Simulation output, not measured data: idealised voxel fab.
The name of this process module is voxel transistor to metal.
The width of the displayed cross-section, cut, is 210 nm; its cells are square, with a size of 5 nm.
A cross-section is a grid of square cells, given in bands from the top down. A band is one or more rows of cells. Top, bottom (nm), then materials left to right with widths (nm); lone material tagged "edge to edge" fills the whole band edge to edge; "air" = empty space. For the purposes of this specification, 0 denotes the height below which the wafer in its as-received condition is composed wholly of one material, and the lowermost band, lacking a lower limit, extends downward without end, as expressed in "z 0 and below". When a width is written as two numbers, as in "30->40", the first number is the width in the top row of cells of the band and the second is the width in its bottom row, and the width changes by the same amount from each row to the next. The cross-section has no changed cell in any step marked "no modification". Reported under the label "Enclosed void catalog" are the empty spaces having no open way to the top and comprising 8 cells or more; the notation for each is width x height at distance, in which the distance is measured from the left edge and all three values are in nm. On a step's line, text after the settings is the simulator commenting on that step. If you see "overlay nm" on a step's line and that step has a mask, it's telling you how far right of where it was planned the mask ended up; a negative number means it went left instead.

## Process steps - plan
1) RECEIVE: material Si
2) CONFORMAL_DEP: material SiO2, thk nm 5
3) CONFORMAL_DEP: material SiN, thk nm 15
4) MASKED_ETCH: tone cover, mask id ACTIVE, width nm 120, etch materials SiN, depth nm 15, overlay nm 0
5) MASKED_ETCH: tone cover, mask id ACTIVE, width nm 120, etch materials SiO2, depth nm 5, overlay nm 0
6) MASKED_ETCH: tone cover, mask id ACTIVE, width nm 120, etch materials Si, depth nm 35, overlay nm 0
7) FILL_DEP: material SiO2, thk nm 10
8) CMP: height nm 20
9) SELECTIVE_ETCH: etch materials SiO2, depth nm 5
10) STRIP: etch materials SiN
11) SELECTIVE_ETCH: etch materials SiO2, depth nm 5
12) OXIDIZE: depth nm 5
13) DIRECTIONAL_DEP: material polySi, thk nm 25
14) DIRECTIONAL_DEP: material SiCN, thk nm 15
15) MASKED_ETCH: tone cover, mask id GATE, width nm 30, etch materials SiCN, depth nm 25, overlay nm 0
16) MASKED_ETCH: tone cover, mask id GATE, width nm 30, etch materials polySi, depth nm 35, overlay nm 0
17) CONFORMAL_DEP: material SiN, thk nm 10
18) DIRECTIONAL_ETCH: etch materials SiN, depth nm 10
19) DIRECTIONAL_ETCH: etch materials SiO2, depth nm 5
20) EPI: material SiGe, thk nm 5
21) FILL_DEP: material SiO2, thk nm 10
22) CMP: height nm 25
23) STRIP: etch materials polySi
24) SELECTIVE_ETCH: etch materials SiO2, depth nm 5
25) CONFORMAL_DEP: material HfO2, thk nm 5
26) CONFORMAL_DEP: material TiN, thk nm 5
27) FILL_DEP: material W, thk nm 10
28) CMP: height nm 20
29) DIRECTIONAL_DEP: material SiO2, thk nm 15
30) PATTERN: tone open, mask id CONTACT, material resist, width nm 15, pitch nm 85, thk nm 15, overlay nm 0
31) DIRECTIONAL_ETCH: etch materials SiO2, depth nm 35
32) STRIP: etch materials resist
33) CONFORMAL_DEP: material TiN, thk nm 5
34) FILL_DEP: material W, thk nm 5
35) CMP: height nm 35
36) CONFORMAL_DEP: material SiCN, thk nm 5
37) DIRECTIONAL_DEP: material SiO2, thk nm 15
38) MASKED_ETCH: tone open, mask id METAL_1, width nm 15, pitch nm 85, etch materials SiO2, depth nm 15, overlay nm 0
39) MASKED_ETCH: tone open, mask id METAL_1, width nm 15, pitch nm 85, etch materials SiCN, depth nm 5, overlay nm 0
40) CONFORMAL_DEP: material TiN, thk nm 5
41) FILL_DEP: material Cu, thk nm 10
42) CMP: height nm 55
43) CONFORMAL_DEP: material SiCN, thk nm 5
44) DIRECTIONAL_DEP: material SiO2, thk nm 30
45) DIRECTIONAL_DEP: material aC, thk nm 15
46) PATTERN: tone open, mask id METAL_2, material resist, width nm 15, pitch nm 85, thk nm 35, overlay nm 0
47) DIRECTIONAL_ETCH: etch materials aC, depth nm 15
48) STRIP: etch materials resist
49) DIRECTIONAL_ETCH: etch materials SiO2, depth nm 15
50) STRIP: etch materials aC
51) PATTERN: tone open, mask id METAL_2_HOLES, material resist, width nm 15, pitch nm 85, thk nm 20, overlay nm 0
52) DIRECTIONAL_ETCH: etch materials SiO2, depth nm 15
53) DIRECTIONAL_ETCH: etch materials SiCN, depth nm 5
54) STRIP: etch materials resist
55) CONFORMAL_DEP: material TiN, thk nm 5
56) FILL_DEP: material Cu, thk nm 10
57) CMP: height nm 90
58) CONFORMAL_DEP: material SiN, thk nm 5

## The following pertains to the first of two wafers, which was processed as planned

## Cross-section: wafer on arrival = after step 1
* z 0 and below: Si edge to edge
* Enclosed void catalog: none

## You're looking at a cross-section of the wafer after step 2
* z 5 to 0: SiO2 edge to edge
* Under 0: no change, same as before.

## You're looking at a cross-section of the wafer after step 3
* z 20 to 5: SiN edge to edge
* Under 5: no change, same as before.

## You're looking at a cross-section of the wafer after step 4
* z 20 to 5: air=45  SiN=120  air=45
* Under 5: no change, same as before.

## You're looking at a cross-section of the wafer after step 5
* z 20 to 5: air=45  SiN=120  air=45
* z 5 to 0: air=45  SiO2=120  air=45
* Under 0: no change, same as before.

## You're looking at a cross-section of the wafer after step 6
* z 20 to 5: air=45  SiN=120  air=45
* z 5 to 0: air=45  SiO2=120  air=45
* z 0 to -35: air=45  Si=120  air=45
* Under -35: no change, same as before.

## You're looking at a cross-section of the wafer after step 7
* z 30 to 20: SiO2 edge to edge
* z 20 to 5: SiO2=45  SiN=120  SiO2=45
* z 5 to 0: SiO2 edge to edge
* z 0 to -35: SiO2=45  Si=120  SiO2=45
* Under -35: no change, same as before.

## You're looking at a cross-section of the wafer after step 8
* z 20 to 5: SiO2=45  SiN=120  SiO2=45
* Under 5: no change, same as before.

## You're looking at a cross-section of the wafer after step 9
* z 20 to 15: air=45  SiN=120  air=45
* Under 15: no change, same as before.

## You're looking at a cross-section of the wafer after step 10
* z 15 to 5: SiO2=45  air=120  SiO2=45
* Under 5: no change, same as before.

## You're looking at a cross-section of the wafer after step 11
* z 10 to 0: SiO2=40  air=130  SiO2=40
* Under 0: no change, same as before.

## You're looking at a cross-section of the wafer after step 12
* z 10 to 0: SiO2=40  air=130  SiO2=40
* z 0 to -5: SiO2 edge to edge
* Under -5: no change, same as before.

## You're looking at a cross-section of the wafer after step 13
* z 35 to 25: polySi=40  air=130  polySi=40
* z 25 to 10: polySi edge to edge
* z 10 to 0: SiO2=40  polySi=130  SiO2=40
* Under 0: no change, same as before.

## You're looking at a cross-section of the wafer after step 14
* z 50 to 40: SiCN=40  air=130  SiCN=40
* z 40 to 35: SiCN edge to edge
* z 35 to 25: polySi=40  SiCN=130  polySi=40
* Under 25: no change, same as before.

## You're looking at a cross-section of the wafer after step 15
* z 40 to 35: air=90  SiCN=30  air=90
* z 35 to 25: polySi=40  air=50  SiCN=30  air=50  polySi=40
* Under 25: no change, same as before.

## You're looking at a cross-section of the wafer after step 16
* z 40 to 25: air=90  SiCN=30  air=90
* z 25 to 10: air=90  polySi=30  air=90
* z 10 to 0: SiO2=40  air=50  polySi=30  air=50  SiO2=40
* Under 0: no change, same as before.

## You're looking at a cross-section of the wafer after step 17
* z 50 to 40: air=80  SiN=50  air=80
* z 40 to 25: air=80  SiN=10  SiCN=30  SiN=10  air=80
* z 25 to 20: air=80  SiN=10  polySi=30  SiN=10  air=80
* z 20 to 10: SiN=50  air=30  SiN=10  polySi=30  SiN=10  air=30  SiN=50
* z 10 to 0: SiO2=40  SiN=50  polySi=30  SiN=50  SiO2=40
* Under 0: no change, same as before.

## You're looking at a cross-section of the wafer after step 18
* z 40 to 25: air=80  SiN=10  SiCN=30  SiN=10  air=80
* z 25 to 10: air=80  SiN=10  polySi=30  SiN=10  air=80
* z 10 to 0: SiO2=40  SiN=10  air=30  SiN=10  polySi=30  SiN=10  air=30  SiN=10  SiO2=40
* Under 0: no change, same as before.

## You're looking at a cross-section of the wafer after step 19
* z 40 to 25: air=80  SiN=10  SiCN=30  SiN=10  air=80
* z 25 to 10: air=80  SiN=10  polySi=30  SiN=10  air=80
* z 10 to 5: air=40  SiN=10  air=30  SiN=10  polySi=30  SiN=10  air=30  SiN=10  air=40
* z 5 to 0: SiO2=40  SiN=10  air=30  SiN=10  polySi=30  SiN=10  air=30  SiN=10  SiO2=40
* z 0 to -5: SiO2=50  air=30  SiO2=50  air=30  SiO2=50
* Under -5: no change, same as before.

## You're looking at a cross-section of the wafer after step 20
* z 40 to 25: air=80  SiN=10  SiCN=30  SiN=10  air=80
* z 25 to 10: air=80  SiN=10  polySi=30  SiN=10  air=80
* z 10 to 5: air=40  SiN=10  air=30  SiN=10  polySi=30  SiN=10  air=30  SiN=10  air=40
* z 5 to 0: SiO2=40  SiN=10  air=30  SiN=10  polySi=30  SiN=10  air=30  SiN=10  SiO2=40
* z 0 to -5: SiO2=50  SiGe=30  SiO2=50  SiGe=30  SiO2=50
* Under -5: no change, same as before.

## You're looking at a cross-section of the wafer after step 21
* z 50 to 40: SiO2 edge to edge
* z 40 to 25: SiO2=80  SiN=10  SiCN=30  SiN=10  SiO2=80
* z 25 to 10: SiO2=80  SiN=10  polySi=30  SiN=10  SiO2=80
* z 10 to 0: SiO2=40  SiN=10  SiO2=30  SiN=10  polySi=30  SiN=10  SiO2=30  SiN=10  SiO2=40
* Under 0: no change, same as before.

## You're looking at a cross-section of the wafer after step 22
* z 25 to 10: SiO2=80  SiN=10  polySi=30  SiN=10  SiO2=80
* Under 10: no change, same as before.

## You're looking at a cross-section of the wafer after step 23
* z 25 to 10: SiO2=80  SiN=10  air=30  SiN=10  SiO2=80
* z 10 to 0: SiO2=40  SiN=10  SiO2=30  SiN=10  air=30  SiN=10  SiO2=30  SiN=10  SiO2=40
* Under 0: no change, same as before.

## You're looking at a cross-section of the wafer after step 24
* z 25 to 20: air=80  SiN=10  air=30  SiN=10  air=80
* z 20 to 10: SiO2=80  SiN=10  air=30  SiN=10  SiO2=80
* z 10 to 0: SiO2=40  SiN=10  SiO2=30  SiN=10  air=30  SiN=10  SiO2=30  SiN=10  SiO2=40
* z 0 to -5: SiO2=50  SiGe=30  SiO2=5  air=40  SiO2=5  SiGe=30  SiO2=50
* Under -5: no change, same as before.

## You're looking at a cross-section of the wafer after step 25
* z 30 to 25: air=75  HfO2=20  air=20  HfO2=20  air=75
* z 25 to 20: HfO2=80  SiN=10  HfO2=5  air=20  HfO2=5  SiN=10  HfO2=80
* z 20 to 10: SiO2=80  SiN=10  HfO2=5  air=20  HfO2=5  SiN=10  SiO2=80
* z 10 to 0: SiO2=40  SiN=10  SiO2=30  SiN=10  HfO2=5  air=20  HfO2=5  SiN=10  SiO2=30  SiN=10  SiO2=40
* z 0 to -5: SiO2=50  SiGe=30  SiO2=5  HfO2=40  SiO2=5  SiGe=30  SiO2=50
* Under -5: no change, same as before.

## You're looking at a cross-section of the wafer after step 26
* z 35 to 30: air=70  TiN=30  air=10  TiN=30  air=70
* z 30 to 25: TiN=75  HfO2=20  TiN=5  air=10  TiN=5  HfO2=20  TiN=75
* z 25 to 20: HfO2=80  SiN=10  HfO2=5  TiN=5  air=10  TiN=5  HfO2=5  SiN=10  HfO2=80
* z 20 to 10: SiO2=80  SiN=10  HfO2=5  TiN=5  air=10  TiN=5  HfO2=5  SiN=10  SiO2=80
* z 10 to 5: SiO2=40  SiN=10  SiO2=30  SiN=10  HfO2=5  TiN=5  air=10  TiN=5  HfO2=5  SiN=10  SiO2=30  SiN=10  SiO2=40
* z 5 to 0: SiO2=40  SiN=10  SiO2=30  SiN=10  HfO2=5  TiN=20  HfO2=5  SiN=10  SiO2=30  SiN=10  SiO2=40
* Under 0: no change, same as before.

## You're looking at a cross-section of the wafer after step 27
* z 45 to 35: W edge to edge
* z 35 to 30: W=70  TiN=30  W=10  TiN=30  W=70
* z 30 to 25: TiN=75  HfO2=20  TiN=5  W=10  TiN=5  HfO2=20  TiN=75
* z 25 to 20: HfO2=80  SiN=10  HfO2=5  TiN=5  W=10  TiN=5  HfO2=5  SiN=10  HfO2=80
* z 20 to 10: SiO2=80  SiN=10  HfO2=5  TiN=5  W=10  TiN=5  HfO2=5  SiN=10  SiO2=80
* z 10 to 5: SiO2=40  SiN=10  SiO2=30  SiN=10  HfO2=5  TiN=5  W=10  TiN=5  HfO2=5  SiN=10  SiO2=30  SiN=10  SiO2=40
* Under 5: no change, same as before.

## You're looking at a cross-section of the wafer after step 28
* z 20 to 10: SiO2=80  SiN=10  HfO2=5  TiN=5  W=10  TiN=5  HfO2=5  SiN=10  SiO2=80
* Under 10: no change, same as before.

## You're looking at a cross-section of the wafer after step 29
* z 35 to 20: SiO2 edge to edge
* Under 20: no change, same as before.

## You're looking at a cross-section of the wafer after step 30
* z 50 to 35: resist=55  air=15  resist=70  air=15  resist=55
* Under 35: no change, same as before.

## You're looking at a cross-section of the wafer after step 31
* z 50 to 35: resist=55  air=15  resist=70  air=15  resist=55
* z 35 to 20: SiO2=55  air=15  SiO2=70  air=15  SiO2=55
* z 20 to 10: SiO2=55  air=15  SiO2=10  SiN=10  HfO2=5  TiN=5  W=10  TiN=5  HfO2=5  SiN=10  SiO2=10  air=15  SiO2=55
* z 10 to 5: SiO2=40  SiN=10  SiO2=5  air=15  SiO2=10  SiN=10  HfO2=5  TiN=5  W=10  TiN=5  HfO2=5  SiN=10  SiO2=10  air=15  SiO2=5  SiN=10  SiO2=40
* z 5 to 0: SiO2=40  SiN=10  SiO2=5  air=15  SiO2=10  SiN=10  HfO2=5  TiN=20  HfO2=5  SiN=10  SiO2=10  air=15  SiO2=5  SiN=10  SiO2=40
* Under 0: no change, same as before.

## You're looking at a cross-section of the wafer after step 32
* z 35 to 20: SiO2=55  air=15  SiO2=70  air=15  SiO2=55
* Under 20: no change, same as before.

## You're looking at a cross-section of the wafer after step 33
* z 40 to 35: TiN=60  air=5  TiN=80  air=5  TiN=60
* z 35 to 20: SiO2=55  TiN=5  air=5  TiN=5  SiO2=70  TiN=5  air=5  TiN=5  SiO2=55
* z 20 to 10: SiO2=55  TiN=5  air=5  TiN=5  SiO2=10  SiN=10  HfO2=5  TiN=5  W=10  TiN=5  HfO2=5  SiN=10  SiO2=10  TiN=5  air=5  TiN=5  SiO2=55
* z 10 to 5: SiO2=40  SiN=10  SiO2=5  TiN=5  air=5  TiN=5  SiO2=10  SiN=10  HfO2=5  TiN=5  W=10  TiN=5  HfO2=5  SiN=10  SiO2=10  TiN=5  air=5  TiN=5  SiO2=5  SiN=10  SiO2=40
* z 5 to 0: SiO2=40  SiN=10  SiO2=5  TiN=15  SiO2=10  SiN=10  HfO2=5  TiN=20  HfO2=5  SiN=10  SiO2=10  TiN=15  SiO2=5  SiN=10  SiO2=40
* Under 0: no change, same as before.

## You're looking at a cross-section of the wafer after step 34
* z 45 to 40: W edge to edge
* z 40 to 35: TiN=60  W=5  TiN=80  W=5  TiN=60
* z 35 to 20: SiO2=55  TiN=5  W=5  TiN=5  SiO2=70  TiN=5  W=5  TiN=5  SiO2=55
* z 20 to 10: SiO2=55  TiN=5  W=5  TiN=5  SiO2=10  SiN=10  HfO2=5  TiN=5  W=10  TiN=5  HfO2=5  SiN=10  SiO2=10  TiN=5  W=5  TiN=5  SiO2=55
* z 10 to 5: SiO2=40  SiN=10  SiO2=5  TiN=5  W=5  TiN=5  SiO2=10  SiN=10  HfO2=5  TiN=5  W=10  TiN=5  HfO2=5  SiN=10  SiO2=10  TiN=5  W=5  TiN=5  SiO2=5  SiN=10  SiO2=40
* Under 5: no change, same as before.

## You're looking at a cross-section of the wafer after step 35
* z 35 to 20: SiO2=55  TiN=5  W=5  TiN=5  SiO2=70  TiN=5  W=5  TiN=5  SiO2=55
* Under 20: no change, same as before.

## You're looking at a cross-section of the wafer after step 36
* z 40 to 35: SiCN edge to edge
* Under 35: no change, same as before.

## You're looking at a cross-section of the wafer after step 37
* z 55 to 40: SiO2 edge to edge
* Under 40: no change, same as before.

## You're looking at a cross-section of the wafer after step 38
* z 55 to 40: SiO2=55  air=15  SiO2=70  air=15  SiO2=55
* Under 40: no change, same as before.

## You're looking at a cross-section of the wafer after step 39
* z 55 to 40: SiO2=55  air=15  SiO2=70  air=15  SiO2=55
* z 40 to 35: SiCN=55  air=15  SiCN=70  air=15  SiCN=55
* Under 35: no change, same as before.

## You're looking at a cross-section of the wafer after step 40
* z 60 to 55: TiN=60  air=5  TiN=80  air=5  TiN=60
* z 55 to 40: SiO2=55  TiN=5  air=5  TiN=5  SiO2=70  TiN=5  air=5  TiN=5  SiO2=55
* z 40 to 35: SiCN=55  TiN=15  SiCN=70  TiN=15  SiCN=55
* Under 35: no change, same as before.

## You're looking at a cross-section of the wafer after step 41
* z 70 to 60: Cu edge to edge
* z 60 to 55: TiN=60  Cu=5  TiN=80  Cu=5  TiN=60
* z 55 to 40: SiO2=55  TiN=5  Cu=5  TiN=5  SiO2=70  TiN=5  Cu=5  TiN=5  SiO2=55
* Under 40: no change, same as before.

## You're looking at a cross-section of the wafer after step 42
* z 55 to 40: SiO2=55  TiN=5  Cu=5  TiN=5  SiO2=70  TiN=5  Cu=5  TiN=5  SiO2=55
* Under 40: no change, same as before.

## You're looking at a cross-section of the wafer after step 43
* z 60 to 55: SiCN edge to edge
* Under 55: no change, same as before.

## You're looking at a cross-section of the wafer after step 44
* z 90 to 60: SiO2 edge to edge
* Under 60: no change, same as before.

## You're looking at a cross-section of the wafer after step 45
* z 105 to 90: aC edge to edge
* Under 90: no change, same as before.

## You're looking at a cross-section of the wafer after step 46
* z 140 to 105: resist=55  air=15  resist=70  air=15  resist=55
* Under 105: no change, same as before.

## You're looking at a cross-section of the wafer after step 47
* z 125 to 105: resist=55  air=15  resist=70  air=15  resist=55
* z 105 to 90: aC=55  air=15  aC=70  air=15  aC=55
* Under 90: no change, same as before.

## You're looking at a cross-section of the wafer after step 48
* z 105 to 90: aC=55  air=15  aC=70  air=15  aC=55
* Under 90: no change, same as before.

## You're looking at a cross-section of the wafer after step 49
* z 105 to 90: aC=55  air=15  aC=70  air=15  aC=55
* z 90 to 75: SiO2=55  air=15  SiO2=70  air=15  SiO2=55
* Under 75: no change, same as before.

## You're looking at a cross-section of the wafer after step 50
* z 90 to 75: SiO2=55  air=15  SiO2=70  air=15  SiO2=55
* Under 75: no change, same as before.

## You're looking at a cross-section of the wafer after step 51
* z 110 to 90: resist=55  air=15  resist=70  air=15  resist=55
* Under 90: no change, same as before.

## You're looking at a cross-section of the wafer after step 52
* z 110 to 90: resist=55  air=15  resist=70  air=15  resist=55
* z 90 to 60: SiO2=55  air=15  SiO2=70  air=15  SiO2=55
* Under 60: no change, same as before.

## You're looking at a cross-section of the wafer after step 53
* z 110 to 90: resist=55  air=15  resist=70  air=15  resist=55
* z 90 to 60: SiO2=55  air=15  SiO2=70  air=15  SiO2=55
* z 60 to 55: SiCN=55  air=15  SiCN=70  air=15  SiCN=55
* Under 55: no change, same as before.

## You're looking at a cross-section of the wafer after step 54
* z 90 to 60: SiO2=55  air=15  SiO2=70  air=15  SiO2=55
* Under 60: no change, same as before.

## You're looking at a cross-section of the wafer after step 55
* z 95 to 90: TiN=60  air=5  TiN=80  air=5  TiN=60
* z 90 to 60: SiO2=55  TiN=5  air=5  TiN=5  SiO2=70  TiN=5  air=5  TiN=5  SiO2=55
* z 60 to 55: SiCN=55  TiN=15  SiCN=70  TiN=15  SiCN=55
* Under 55: no change, same as before.

## You're looking at a cross-section of the wafer after step 56
* z 105 to 95: Cu edge to edge
* z 95 to 90: TiN=60  Cu=5  TiN=80  Cu=5  TiN=60
* z 90 to 60: SiO2=55  TiN=5  Cu=5  TiN=5  SiO2=70  TiN=5  Cu=5  TiN=5  SiO2=55
* Under 60: no change, same as before.

## You're looking at a cross-section of the wafer after step 57
* z 90 to 60: SiO2=55  TiN=5  Cu=5  TiN=5  SiO2=70  TiN=5  Cu=5  TiN=5  SiO2=55
* Under 60: no change, same as before.

## You're looking at a cross-section of the wafer after step 58
* z 95 to 90: SiN edge to edge
* Under 90: no change, same as before.

## Second wafer - shared start and plan with the first - one error in running - same as the first up to step 28 inclusive

## Second wafer, cut view, end of step 29 per plan
* z 25 to 20: SiO2 edge to edge
* Under 20: no change, same as before.

## Second wafer, cut view, end of step 30 per plan
* z 40 to 25: resist=55  air=15  resist=70  air=15  resist=55
* Under 25: no change, same as before.

## Second wafer, cut view, end of step 31 per plan
* z 40 to 25: resist=55  air=15  resist=70  air=15  resist=55
* z 25 to 20: SiO2=55  air=15  SiO2=70  air=15  SiO2=55
* z 20 to 10: SiO2=55  air=15  SiO2=10  SiN=10  HfO2=5  TiN=5  W=10  TiN=5  HfO2=5  SiN=10  SiO2=10  air=15  SiO2=55
* z 10 to 5: SiO2=40  SiN=10  SiO2=5  air=15  SiO2=10  SiN=10  HfO2=5  TiN=5  W=10  TiN=5  HfO2=5  SiN=10  SiO2=10  air=15  SiO2=5  SiN=10  SiO2=40
* z 5 to 0: SiO2=40  SiN=10  SiO2=5  air=15  SiO2=10  SiN=10  HfO2=5  TiN=20  HfO2=5  SiN=10  SiO2=10  air=15  SiO2=5  SiN=10  SiO2=40
* Under 0: no change, same as before.

## Second wafer, cut view, end of step 32 per plan
* z 25 to 20: SiO2=55  air=15  SiO2=70  air=15  SiO2=55
* Under 20: no change, same as before.

## Second wafer, cut view, end of step 33 per plan
* z 30 to 25: TiN=60  air=5  TiN=80  air=5  TiN=60
* z 25 to 20: SiO2=55  TiN=5  air=5  TiN=5  SiO2=70  TiN=5  air=5  TiN=5  SiO2=55
* z 20 to 10: SiO2=55  TiN=5  air=5  TiN=5  SiO2=10  SiN=10  HfO2=5  TiN=5  W=10  TiN=5  HfO2=5  SiN=10  SiO2=10  TiN=5  air=5  TiN=5  SiO2=55
* z 10 to 5: SiO2=40  SiN=10  SiO2=5  TiN=5  air=5  TiN=5  SiO2=10  SiN=10  HfO2=5  TiN=5  W=10  TiN=5  HfO2=5  SiN=10  SiO2=10  TiN=5  air=5  TiN=5  SiO2=5  SiN=10  SiO2=40
* z 5 to 0: SiO2=40  SiN=10  SiO2=5  TiN=15  SiO2=10  SiN=10  HfO2=5  TiN=20  HfO2=5  SiN=10  SiO2=10  TiN=15  SiO2=5  SiN=10  SiO2=40
* Under 0: no change, same as before.

## Second wafer, cut view, end of step 34 per plan
* z 35 to 30: W edge to edge
* z 30 to 25: TiN=60  W=5  TiN=80  W=5  TiN=60
* z 25 to 20: SiO2=55  TiN=5  W=5  TiN=5  SiO2=70  TiN=5  W=5  TiN=5  SiO2=55
* z 20 to 10: SiO2=55  TiN=5  W=5  TiN=5  SiO2=10  SiN=10  HfO2=5  TiN=5  W=10  TiN=5  HfO2=5  SiN=10  SiO2=10  TiN=5  W=5  TiN=5  SiO2=55
* z 10 to 5: SiO2=40  SiN=10  SiO2=5  TiN=5  W=5  TiN=5  SiO2=10  SiN=10  HfO2=5  TiN=5  W=10  TiN=5  HfO2=5  SiN=10  SiO2=10  TiN=5  W=5  TiN=5  SiO2=5  SiN=10  SiO2=40
* Under 5: no change, same as before.

Second wafer, cut view, end of step 35 per plan: no modification

## Second wafer, cut view, end of step 36 per plan
* z 40 to 35: SiCN edge to edge
* Under 35: no change, same as before.

## Second wafer, cut view, end of step 37 per plan
* z 55 to 40: SiO2 edge to edge
* Under 40: no change, same as before.

## Second wafer, cut view, end of step 38 per plan
* z 55 to 40: SiO2=55  air=15  SiO2=70  air=15  SiO2=55
* Under 40: no change, same as before.

## Second wafer, cut view, end of step 39 per plan
* z 55 to 40: SiO2=55  air=15  SiO2=70  air=15  SiO2=55
* z 40 to 35: SiCN=55  air=15  SiCN=70  air=15  SiCN=55
* Under 35: no change, same as before.

## Second wafer, cut view, end of step 40 per plan
* z 60 to 55: TiN=60  air=5  TiN=80  air=5  TiN=60
* z 55 to 40: SiO2=55  TiN=5  air=5  TiN=5  SiO2=70  TiN=5  air=5  TiN=5  SiO2=55
* z 40 to 35: SiCN=55  TiN=15  SiCN=70  TiN=15  SiCN=55
* Under 35: no change, same as before.

## Second wafer, cut view, end of step 41 per plan
* z 70 to 60: Cu edge to edge
* z 60 to 55: TiN=60  Cu=5  TiN=80  Cu=5  TiN=60
* z 55 to 40: SiO2=55  TiN=5  Cu=5  TiN=5  SiO2=70  TiN=5  Cu=5  TiN=5  SiO2=55
* Under 40: no change, same as before.

## Second wafer, cut view, end of step 42 per plan
* z 55 to 40: SiO2=55  TiN=5  Cu=5  TiN=5  SiO2=70  TiN=5  Cu=5  TiN=5  SiO2=55
* Under 40: no change, same as before.

## Second wafer, cut view, end of step 43 per plan
* z 60 to 55: SiCN edge to edge
* Under 55: no change, same as before.

## Second wafer, cut view, end of step 44 per plan
* z 90 to 60: SiO2 edge to edge
* Under 60: no change, same as before.

## Second wafer, cut view, end of step 45 per plan
* z 105 to 90: aC edge to edge
* Under 90: no change, same as before.

## Second wafer, cut view, end of step 46 per plan
* z 140 to 105: resist=55  air=15  resist=70  air=15  resist=55
* Under 105: no change, same as before.

## Second wafer, cut view, end of step 47 per plan
* z 125 to 105: resist=55  air=15  resist=70  air=15  resist=55
* z 105 to 90: aC=55  air=15  aC=70  air=15  aC=55
* Under 90: no change, same as before.

## Second wafer, cut view, end of step 48 per plan
* z 105 to 90: aC=55  air=15  aC=70  air=15  aC=55
* Under 90: no change, same as before.

## Second wafer, cut view, end of step 49 per plan
* z 105 to 90: aC=55  air=15  aC=70  air=15  aC=55
* z 90 to 75: SiO2=55  air=15  SiO2=70  air=15  SiO2=55
* Under 75: no change, same as before.

## Second wafer, cut view, end of step 50 per plan
* z 90 to 75: SiO2=55  air=15  SiO2=70  air=15  SiO2=55
* Under 75: no change, same as before.

## Second wafer, cut view, end of step 51 per plan
* z 110 to 90: resist=55  air=15  resist=70  air=15  resist=55
* Under 90: no change, same as before.

## Second wafer, cut view, end of step 52 per plan
* z 110 to 90: resist=55  air=15  resist=70  air=15  resist=55
* z 90 to 60: SiO2=55  air=15  SiO2=70  air=15  SiO2=55
* Under 60: no change, same as before.

## Second wafer, cut view, end of step 53 per plan
* z 110 to 90: resist=55  air=15  resist=70  air=15  resist=55
* z 90 to 60: SiO2=55  air=15  SiO2=70  air=15  SiO2=55
* z 60 to 55: SiCN=55  air=15  SiCN=70  air=15  SiCN=55
* Under 55: no change, same as before.

## Second wafer, cut view, end of step 54 per plan
* z 90 to 60: SiO2=55  air=15  SiO2=70  air=15  SiO2=55
* Under 60: no change, same as before.

## Second wafer, cut view, end of step 55 per plan
* z 95 to 90: TiN=60  air=5  TiN=80  air=5  TiN=60
* z 90 to 60: SiO2=55  TiN=5  air=5  TiN=5  SiO2=70  TiN=5  air=5  TiN=5  SiO2=55
* z 60 to 55: SiCN=55  TiN=15  SiCN=70  TiN=15  SiCN=55
* Under 55: no change, same as before.

## Second wafer, cut view, end of step 56 per plan
* z 105 to 95: Cu edge to edge
* z 95 to 90: TiN=60  Cu=5  TiN=80  Cu=5  TiN=60
* z 90 to 60: SiO2=55  TiN=5  Cu=5  TiN=5  SiO2=70  TiN=5  Cu=5  TiN=5  SiO2=55
* Under 60: no change, same as before.

## Second wafer, cut view, end of step 57 per plan
* z 90 to 60: SiO2=55  TiN=5  Cu=5  TiN=5  SiO2=70  TiN=5  Cu=5  TiN=5  SiO2=55
* Under 60: no change, same as before.

## Second wafer, cut view, end of step 58 per plan
* z 95 to 90: SiN edge to edge
* Under 90: no change, same as before.
Here's what went sideways: it should be noted that step 29 was executed with settings other than those planned, the operation and settings actually applied being DIRECTIONAL_DEP: material SiO2, thk nm 5
Counted in cells at the end, the second wafer holds more or fewer of these materials than the first: 72 fewer of SiO2; 32 more of TiN; 40 more of W
